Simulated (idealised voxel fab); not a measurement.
Title: Process Module voxel transistor to metal
295 nm wide, 5 nm square cells: that's cross-section cut.
Each cross-section below is a grid of square cells, stated as bands in top-down order, with one or more rows of cells making up each band. Quick guide to a band line: top height, bottom height (nm) up front; then every material left to right with its width in nm. Only one material and it's marked "all across"? Then it fills the band edge to edge. And "blank" just means empty space. Beneath 0, the wafer as received is one material, and that level is where height counting begins. The lowest band goes on downward without a bottom; it is written like "0 and below". When a width is written as two numbers, as in "30->40", the first number is the width in the top row of cells of the band and the second is the width in its bottom row, and the width changes by the same amount from each row to the next. Reading "no alteration" for a step: not a cell of the cross-section changed in it. In "Trapped voids" the enclosed voids are listed, meaning empty spaces of 8 cells or larger without any opening to the top. The form is width x height at distance, distance from the left edge, units nm. If you see something after the settings on a step's line, that's the simulator's own remark about that step. "overlay nm" denotes, for a step that has a mask, the displacement of the mask to the right of its planned place, with negative values corresponding to the left.

**Process steps (planned)**
- 1: RECEIVE | material Si
- 2: CONFORMAL_DEP | material SiO2 | thk nm 5
- 3: CONFORMAL_DEP | material SiN | thk nm 15
- 4: PATTERN | tone cover | mask id ACTIVE | material resist | width nm 105 | pitch nm 135 | thk nm 15 | overlay nm 0
- 5: DIRECTIONAL_ETCH | etch materials SiN | depth nm 15
- 6: DIRECTIONAL_ETCH | etch materials SiO2 | depth nm 5
- 7: DIRECTIONAL_ETCH | etch materials Si | depth nm 30
- 8: STRIP | etch materials resist
- 9: OXIDIZE | depth nm 5
- 10: FILL_DEP | material SiO2 | thk nm 10
- 11: CMP | height nm 20
- 12: SELECTIVE_ETCH | etch materials SiO2 | depth nm 15
- 13: STRIP | etch materials SiN
- 14: SELECTIVE_ETCH | etch materials SiO2 | depth nm 5
- 15: OXIDIZE | depth nm 5
- 16: DIRECTIONAL_DEP | material polySi | thk nm 25
- 17: DIRECTIONAL_DEP | material SiCN | thk nm 10
- 18: MASKED_ETCH | tone cover | mask id GATE | width nm 25 | pitch nm 135 | etch materials SiCN | depth nm 20 | overlay nm 0
- 19: MASKED_ETCH | tone cover | mask id GATE | width nm 25 | pitch nm 135 | etch materials polySi | depth nm 35 | overlay nm 0
- 20: CONFORMAL_DEP | material SiO2 | thk nm 5
- 21: DIRECTIONAL_ETCH | etch materials SiO2 | depth nm 5
- 22: CONFORMAL_DEP | material SiN | thk nm 10
- 23: DIRECTIONAL_ETCH | etch materials SiN | depth nm 10
- 24: DIRECTIONAL_ETCH | etch materials SiO2 | depth nm 5
- 25: DIRECTIONAL_ETCH | etch materials Si | depth nm 15
- 26: EPI | material nSi | thk nm 15
- 27: FILL_DEP | material SiO2 | thk nm 10
- 28: CMP | height nm 35
- 29: DIRECTIONAL_DEP | material SiO2 | thk nm 15
- 30: DIRECTIONAL_DEP | material aC | thk nm 15
- 31: PATTERN | tone open | mask id CONTACT | material resist | width nm 30 | thk nm 30 | overlay nm 0
- 32: DIRECTIONAL_ETCH | etch materials aC | depth nm 15
- 33: STRIP | etch materials resist
- 34: DIRECTIONAL_ETCH | etch materials SiO2 | depth nm 55
- 35: STRIP | etch materials aC
- 36: CONFORMAL_DEP | material TiN | thk nm 5
- 37: FILL_DEP | material W | thk nm 5
- 38: CMP | height nm 50
- 39: DIRECTIONAL_DEP | material TiN | thk nm 5
- 40: DIRECTIONAL_DEP | material Ru | thk nm 20
- 41: PATTERN | tone cover | mask id METAL_1 | material resist | width nm 20 | thk nm 20 | overlay nm 0
- 42: DIRECTIONAL_ETCH | etch materials Ru | depth nm 20
- 43: DIRECTIONAL_ETCH | etch materials TiN | depth nm 5
- 44: STRIP | etch materials resist
- 45: CONFORMAL_DEP | material SiN | thk nm 5
- 46: FILL_DEP | material lowk | thk nm 5
- 47: CMP | height nm 75
- 48: CONFORMAL_DEP | material SiCN | thk nm 5
- 49: DIRECTIONAL_DEP | material lowk | thk nm 25
- 50: DIRECTIONAL_DEP | material aC | thk nm 15
- 51: PATTERN | tone open | mask id METAL_2 | material resist | width nm 20 | pitch nm 135 | thk nm 35 | overlay nm 0
- 52: DIRECTIONAL_ETCH | etch materials aC | depth nm 15
- 53: STRIP | etch materials resist
- 54: DIRECTIONAL_ETCH | etch materials lowk | depth nm 15
- 55: STRIP | etch materials aC
- 56: DIRECTIONAL_DEP | material aC | thk nm 10
- 57: PATTERN | tone open | mask id METAL_2_HOLES | material resist | width nm 15 | pitch nm 135 | thk nm 25 | overlay nm 0
- 58: DIRECTIONAL_ETCH | etch materials aC | depth nm 10
- 59: STRIP | etch materials resist
- 60: DIRECTIONAL_ETCH | etch materials lowk | depth nm 10
- 61: DIRECTIONAL_ETCH | etch materials SiCN | depth nm 5
- 62: STRIP | etch materials aC
- 63: CONFORMAL_DEP | material TiN | thk nm 5
- 64: FILL_DEP | material Cu | thk nm 5
- 65: CMP | height nm 105
- 66: CONFORMAL_DEP | material SiCN | thk nm 5

**Cross-section, incoming material, after step 1**
  0 and below | Si all across
  Trapped voids: none

**First of two wafers at the end of the module, shown in cross-section; run carried out as planned**
  110 down to 105 | SiCN all across
  105 down to 95 | 30 nm lowk; 5 nm TiN; 10 nm Cu; 5 nm TiN; 115 nm lowk; 5 nm TiN; 10 nm Cu; 5 nm TiN; 110 nm lowk
  95 down to 90 | 30 nm lowk; 5 nm TiN; 5 nm Cu; 10 nm TiN; 115 nm lowk; 5 nm TiN; 5 nm Cu; 10 nm TiN; 110 nm lowk
  90 down to 80 | 30 nm lowk; 5 nm TiN; 5 nm Cu; 5 nm TiN; 120 nm lowk; 5 nm TiN; 5 nm Cu; 5 nm TiN; 115 nm lowk
  80 down to 75 | 30 nm SiCN; 15 nm TiN; 120 nm SiCN; 15 nm TiN; 115 nm SiCN
  75 down to 55 | 25 nm lowk; 5 nm SiN; 20 nm Ru; 5 nm SiN; 45 nm lowk; 5 nm SiN; 20 nm Ru; 5 nm SiN; 30 nm lowk; 5 nm SiN; 20 nm Ru; 5 nm SiN; 45 nm lowk; 5 nm SiN; 20 nm Ru; 5 nm SiN; 30 nm lowk
  55 down to 50 | 30 nm SiN; 20 nm TiN; 55 nm SiN; 20 nm TiN; 40 nm SiN; 20 nm TiN; 55 nm SiN; 20 nm TiN; 35 nm SiN
  50 down to 40 | 30 nm SiO2; 5 nm TiN; 20 nm W; 5 nm TiN; 35 nm SiO2; 5 nm TiN; 20 nm W; 5 nm TiN; 40 nm SiO2; 5 nm TiN; 20 nm W; 5 nm TiN; 35 nm SiO2; 5 nm TiN; 20 nm W; 5 nm TiN; 35 nm SiO2
  40 down to 35 | 30 nm SiO2; 5 nm TiN; 10 nm W; 15 nm TiN; 35 nm SiO2; 15 nm TiN; 10 nm W; 5 nm TiN; 40 nm SiO2; 5 nm TiN; 10 nm W; 15 nm TiN; 35 nm SiO2; 15 nm TiN; 10 nm W; 5 nm TiN; 35 nm SiO2
  35 down to 25 | 30 nm SiO2; 5 nm TiN; 10 nm W; 5 nm TiN; 10 nm SiN; 5 nm SiO2; 25 nm SiCN; 5 nm SiO2; 10 nm SiN; 5 nm TiN; 10 nm W; 5 nm TiN; 40 nm SiO2; 5 nm TiN; 10 nm W; 5 nm TiN; 10 nm SiN; 5 nm SiO2; 25 nm SiCN; 5 nm SiO2; 10 nm SiN; 5 nm TiN; 10 nm W; 5 nm TiN; 35 nm SiO2
  25 down to 15 | 30 nm SiO2; 5 nm TiN; 10 nm W; 5 nm TiN; 10 nm SiN; 5 nm SiO2; 25 nm polySi; 5 nm SiO2; 10 nm SiN; 5 nm TiN; 10 nm W; 5 nm TiN; 40 nm SiO2; 5 nm TiN; 10 nm W; 5 nm TiN; 10 nm SiN; 5 nm SiO2; 25 nm polySi; 5 nm SiO2; 10 nm SiN; 5 nm TiN; 10 nm W; 5 nm TiN; 35 nm SiO2
  15 down to 10 | 30 nm SiO2; 20 nm TiN; 10 nm SiN; 5 nm SiO2; 25 nm polySi; 5 nm SiO2; 10 nm SiN; 20 nm TiN; 40 nm SiO2; 20 nm TiN; 10 nm SiN; 5 nm SiO2; 25 nm polySi; 5 nm SiO2; 10 nm SiN; 20 nm TiN; 35 nm SiO2
  10 down to 0 | 30 nm SiO2; 5 nm TiN; 15 nm nSi; 10 nm SiN; 5 nm SiO2; 25 nm polySi; 5 nm SiO2; 10 nm SiN; 15 nm nSi; 5 nm TiN; 40 nm SiO2; 5 nm TiN; 15 nm nSi; 10 nm SiN; 5 nm SiO2; 25 nm polySi; 5 nm SiO2; 10 nm SiN; 15 nm nSi; 5 nm TiN; 35 nm SiO2
  0 down to -5 | 30 nm SiO2; 5 nm TiN; 15 nm nSi; 55 nm SiO2; 15 nm nSi; 5 nm TiN; 40 nm SiO2; 5 nm TiN; 15 nm nSi; 55 nm SiO2; 15 nm nSi; 5 nm TiN; 35 nm SiO2
  -5 down to -20 | 30 nm SiO2; 20 nm nSi; 55 nm Si; 20 nm nSi; 40 nm SiO2; 20 nm nSi; 55 nm Si; 20 nm nSi; 35 nm SiO2
  -20 down to -35 | 30 nm SiO2; 95 nm Si; 40 nm SiO2; 95 nm Si; 35 nm SiO2
  -35 and below | Si all across
  Trapped voids: none

**Here's the second of our two wafers sectioned at module end. Same start as the first, same plan, but one mistake got made running it**
  110 down to 105 | SiCN all across
  105 down to 95 | 30 nm lowk; 5 nm TiN; 10 nm Cu; 5 nm TiN; 115 nm lowk; 5 nm TiN; 10 nm Cu; 5 nm TiN; 110 nm lowk
  95 down to 90 | 30 nm lowk; 5 nm TiN; 5 nm Cu; 10 nm TiN; 115 nm lowk; 5 nm TiN; 5 nm Cu; 10 nm TiN; 110 nm lowk
  90 down to 80 | 30 nm lowk; 5 nm TiN; 5 nm Cu; 5 nm TiN; 120 nm lowk; 5 nm TiN; 5 nm Cu; 5 nm TiN; 115 nm lowk
  80 down to 75 | 30 nm SiCN; 15 nm TiN; 120 nm SiCN; 15 nm TiN; 115 nm SiCN
  75 down to 55 | 25 nm lowk; 5 nm SiN; 20 nm Ru; 5 nm SiN; 45 nm lowk; 5 nm SiN; 20 nm Ru; 5 nm SiN; 30 nm lowk; 5 nm SiN; 20 nm Ru; 5 nm SiN; 45 nm lowk; 5 nm SiN; 20 nm Ru; 5 nm SiN; 30 nm lowk
  55 down to 50 | 30 nm SiN; 20 nm TiN; 55 nm SiN; 20 nm TiN; 40 nm SiN; 20 nm TiN; 55 nm SiN; 20 nm TiN; 35 nm SiN
  50 down to 40 | 30 nm SiO2; 5 nm TiN; 20 nm W; 5 nm TiN; 35 nm SiO2; 5 nm TiN; 20 nm W; 5 nm TiN; 40 nm SiO2; 5 nm TiN; 20 nm W; 5 nm TiN; 35 nm SiO2; 5 nm TiN; 20 nm W; 5 nm TiN; 35 nm SiO2
  40 down to 35 | 30 nm SiO2; 5 nm TiN; 10 nm W; 15 nm TiN; 35 nm SiO2; 15 nm TiN; 10 nm W; 5 nm TiN; 40 nm SiO2; 5 nm TiN; 10 nm W; 15 nm TiN; 35 nm SiO2; 15 nm TiN; 10 nm W; 5 nm TiN; 35 nm SiO2
  35 down to 25 | 30 nm SiO2; 5 nm TiN; 10 nm W; 5 nm TiN; 10 nm SiN; 5 nm SiO2; 25 nm SiCN; 5 nm SiO2; 10 nm SiN; 5 nm TiN; 10 nm W; 5 nm TiN; 40 nm SiO2; 5 nm TiN; 10 nm W; 5 nm TiN; 10 nm SiN; 5 nm SiO2; 25 nm SiCN; 5 nm SiO2; 10 nm SiN; 5 nm TiN; 10 nm W; 5 nm TiN; 35 nm SiO2
  25 down to 15 | 30 nm SiO2; 5 nm TiN; 10 nm W; 5 nm TiN; 10 nm SiN; 5 nm SiO2; 25 nm polySi; 5 nm SiO2; 10 nm SiN; 5 nm TiN; 10 nm W; 5 nm TiN; 40 nm SiO2; 5 nm TiN; 10 nm W; 5 nm TiN; 10 nm SiN; 5 nm SiO2; 25 nm polySi; 5 nm SiO2; 10 nm SiN; 5 nm TiN; 10 nm W; 5 nm TiN; 35 nm SiO2
  15 down to 10 | 30 nm SiO2; 20 nm TiN; 10 nm SiN; 5 nm SiO2; 25 nm polySi; 5 nm SiO2; 10 nm SiN; 20 nm TiN; 40 nm SiO2; 20 nm TiN; 10 nm SiN; 5 nm SiO2; 25 nm polySi; 5 nm SiO2; 10 nm SiN; 20 nm TiN; 35 nm SiO2
  10 down to 0 | 30 nm SiO2; 5 nm TiN; 15 nm nSi; 10 nm SiN; 5 nm SiO2; 25 nm polySi; 5 nm SiO2; 10 nm SiN; 15 nm nSi; 5 nm TiN; 40 nm SiO2; 5 nm TiN; 15 nm nSi; 10 nm SiN; 5 nm SiO2; 25 nm polySi; 5 nm SiO2; 10 nm SiN; 15 nm nSi; 5 nm TiN; 35 nm SiO2
  0 down to -5 | 10 nm SiO2; 15 nm SiN; 5 nm SiO2; 5 nm TiN; 15 nm nSi; 55 nm SiO2; 15 nm nSi; 5 nm TiN; 5 nm SiO2; 10 nm SiN; 10 nm SiO2; 10 nm SiN; 5 nm SiO2; 5 nm TiN; 15 nm nSi; 55 nm SiO2; 15 nm nSi; 5 nm TiN; 5 nm SiO2; 15 nm SiN; 15 nm SiO2
  -5 down to -15 | 10 nm SiO2; 15 nm SiN; 10 nm SiO2; 15 nm nSi; 55 nm Si; 15 nm nSi; 10 nm SiO2; 10 nm SiN; 10 nm SiO2; 10 nm SiN; 10 nm SiO2; 15 nm nSi; 55 nm Si; 15 nm nSi; 10 nm SiO2; 15 nm SiN; 15 nm SiO2
  -15 down to -20 | 35 nm SiO2; 15 nm nSi; 55 nm Si; 15 nm nSi; 50 nm SiO2; 15 nm nSi; 55 nm Si; 15 nm nSi; 40 nm SiO2
  -20 down to -35 | 30 nm SiO2; 95 nm Si; 40 nm SiO2; 95 nm Si; 35 nm SiO2
  -35 and below | Si all across
  Trapped voids: none
Short version of what went wrong: the intended sequence of steps 12 and 13 was reversed during processing, with each occupying the position of the other
FYI, end of process, the second wafer has more or fewer cells of some materials than the first: 30 more of SiN, 18 fewer of SiO2, 12 fewer of nSi
